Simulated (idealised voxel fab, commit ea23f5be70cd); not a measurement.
The document below concerns the process module designated voxel trench capacitor.
FYI the section here is cut, 230 nm wide, cells are 5 nm squares.
For the purposes of this document, a cross-section shall be understood as a grid of square cells, specified as bands listed in top-to-bottom order, each band consisting of one or more rows of cells.
Per band: top height and bottom height in nm, followed by the left-to-right materials and their widths in nm; "full width" marks a single material spanning edge to edge, "empty" marks empty space.
Height is counted from the level 0, under which the received wafer is composed throughout of one material. The lowest of the bands is not closed at the bottom but continues downward, in the notation "0..down".
With a width like "30 to 40", each row of cells in the band differs from the next by the same amount, the top row carrying the first number and the bottom row the second.
You'll sometimes find "nothing changed" written for a step, and that's the way of saying that nowhere in the cross-section did a cell change during that step.
"Enclosed void listing": sealed empty spaces, 8 cells or more, no open way to top, listed width x height at distance, with distance from the left edge and width, height and distance in nm.
Where a step's line continues beyond its settings, the continuation is a remark by the simulator itself on that step.
The "overlay nm" setting may appear on a step's line; for a step that uses a mask, it gives how far to the right of its planned position the mask lay, and a negative value indicates the left.
**plan**
- 1: op RECEIVE | material Si
- 2: op CONFORMAL_DEP | material SiN | thk nm 10
- 3: op PATTERN | tone open | mask id TRENCH | material resist | width nm 25 | pitch nm 55 | thk nm 15 | overlay nm -15
- 4: op DIRECTIONAL_ETCH | etch materials SiN | depth nm 10
- 5: op DIRECTIONAL_ETCH | etch materials Si | depth nm 30
- 6: op STRIP | etch materials resist
- 7: op CONFORMAL_DEP | material Al2O3 | thk nm 5
- 8: op FILL_DEP | material polySi | thk nm 10
- 9: op CMP | height nm 10
Don't read the plan's overlay nm for step 3 as applying to every wafer: that's the first wafer's value, and the wafers differ in it, though they all start identical.
**Cross-section of the first of several received wafers, showing its state after step 1**
> 0..down  Si full width
> Enclosed void listing: none
**Cross-section of the first of several wafers, taken after step 9, where the module ends**
> 10..0  SiN=30  Al2O3=5  polySi=15  Al2O3=5  SiN=30  Al2O3=5  polySi=15  Al2O3=5  SiN=30  Al2O3=5  polySi=15  Al2O3=5  SiN=65
> 0..-25  Si=30  Al2O3=5  polySi=15  Al2O3=5  Si=30  Al2O3=5  polySi=15  Al2O3=5  Si=30  Al2O3=5  polySi=15  Al2O3=5  Si=65
> -25..-30  Si=30  Al2O3=25  Si=30  Al2O3=25  Si=30  Al2O3=25  Si=65
> -30..down  Si full width
> Enclosed void listing: none
**End of module: cross-section, last of several wafers**
> 10..0  SiN=60  Al2O3=5  polySi=15  Al2O3=5  SiN=30  Al2O3=5  polySi=15  Al2O3=5  SiN=30  Al2O3=5  polySi=15  Al2O3=5  SiN=35
> 0..-25  Si=60  Al2O3=5  polySi=15  Al2O3=5  Si=30  Al2O3=5  polySi=15  Al2O3=5  Si=30  Al2O3=5  polySi=15  Al2O3=5  Si=35
> -25..-30  Si=60  Al2O3=25  Si=30  Al2O3=25  Si=30  Al2O3=25  Si=35
> -30..down  Si full width
> Enclosed void listing: none
**wafer rows; end of module; cells per material since receipt: (+) gained, (-) lost; then closed voids**
overlay nm -15; +57 Al2O3; -90 Si; +62 SiN; +63 polySi; Enclosed void listing: none
overlay nm -10; +57 Al2O3; -90 Si; +62 SiN; +63 polySi; Enclosed void listing: none
overlay nm -5; +57 Al2O3; -90 Si; +62 SiN; +63 polySi; Enclosed void listing: none
overlay nm 0; +57 Al2O3; -90 Si; +62 SiN; +63 polySi; Enclosed void listing: none
overlay nm 5; +57 Al2O3; -90 Si; +62 SiN; +63 polySi; Enclosed void listing: none
overlay nm 10; +57 Al2O3; -90 Si; +62 SiN; +63 polySi; Enclosed void listing: none
overlay nm 15; +57 Al2O3; -90 Si; +62 SiN; +63 polySi; Enclosed void listing: none
